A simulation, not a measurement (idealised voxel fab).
process module | voxel ribs on slabs
cross-section cut | 150 nm wide | cells 5 nm
A cross-section is a grid of square cells, given in bands from the top down. A band is one or more rows of cells.
Each band's line starts with the height of the band's top and of its bottom, in nm. Then come its materials from left to right, each with its width in nm. One material with "throughout" fills the band from edge to edge. "air" is empty space.
Height 0 is the level under which the wafer as received is all one material. The lowest band goes on downwards, as in "0 down".
A width such as "30 to 40" changes by the same amount from each row of cells to the next, from the band's top row to its bottom row.
"no change" after a step means that no cell of the cross-section changed.
closed voids: empty space of 8 cells or more with no open way to the top, each as width x height at its distance from the left edge, in nm
after a step's settings: what the simulator itself notes on the step
overlay nm, on a step with a mask: how far to the right of its planned place the mask lay; to the left if negative
plan
1 op RECEIVE | material Si
2 op DIRECTIONAL_DEP | material SiO2 | thk nm 25
3 op DIRECTIONAL_DEP | material polySi | thk nm 25
4 op MASKED_ETCH | tone cover | mask id RIB | width nm 20 | etch materials polySi | depth nm 5 | overlay nm 0
5 op MASKED_ETCH | tone cover | mask id SLAB | width nm 50 | etch materials polySi | depth nm 20 | overlay nm 0
6 op FILL_DEP | material SiO2 | thk nm 25
7 op CMP | height nm 65
8 op DIRECTIONAL_DEP | material W | thk nm 5
9 op DIRECTIONAL_DEP | material aC | thk nm 10
10 op PATTERN | tone cover | mask id HEATER | material resist | width nm 30 | thk nm 25 | overlay nm 0
11 op DIRECTIONAL_ETCH | etch materials aC | depth nm 10
12 op STRIP | etch materials resist
13 op DIRECTIONAL_ETCH | etch materials W | depth nm 5
14 op STRIP | etch materials aC
15 op CONFORMAL_DEP | material SiN | thk nm 5
as received, after step 1
  0 down: Si throughout
  closed voids: none
first wafer at the end, as planned
  75 to 70: air 55 | SiN 40 | air 55
  70 to 65: SiN 60 | W 30 | SiN 60
  65 to 50: SiO2 throughout
  50 to 45: SiO2 65 | polySi 20 | SiO2 65
  45 to 25: SiO2 50 | polySi 50 | SiO2 50
  25 to 0: SiO2 throughout
  0 down: Si throughout
  closed voids: none
second wafer at the end: like start, like plan, one mistake
  75 to 70: air 55 | SiN 40 | air 55
  70 to 65: SiN 60 | W 30 | SiN 60
  65 to 50: SiO2 50 | polySi 50 | SiO2 50
  50 to 25: polySi throughout
  25 to 0: SiO2 throughout
  0 down: Si throughout
  closed voids: none
what went wrong: step 3 was run twice
at the end the second wafer has, in cells: 136 fewer of SiO2 | 136 more of polySi
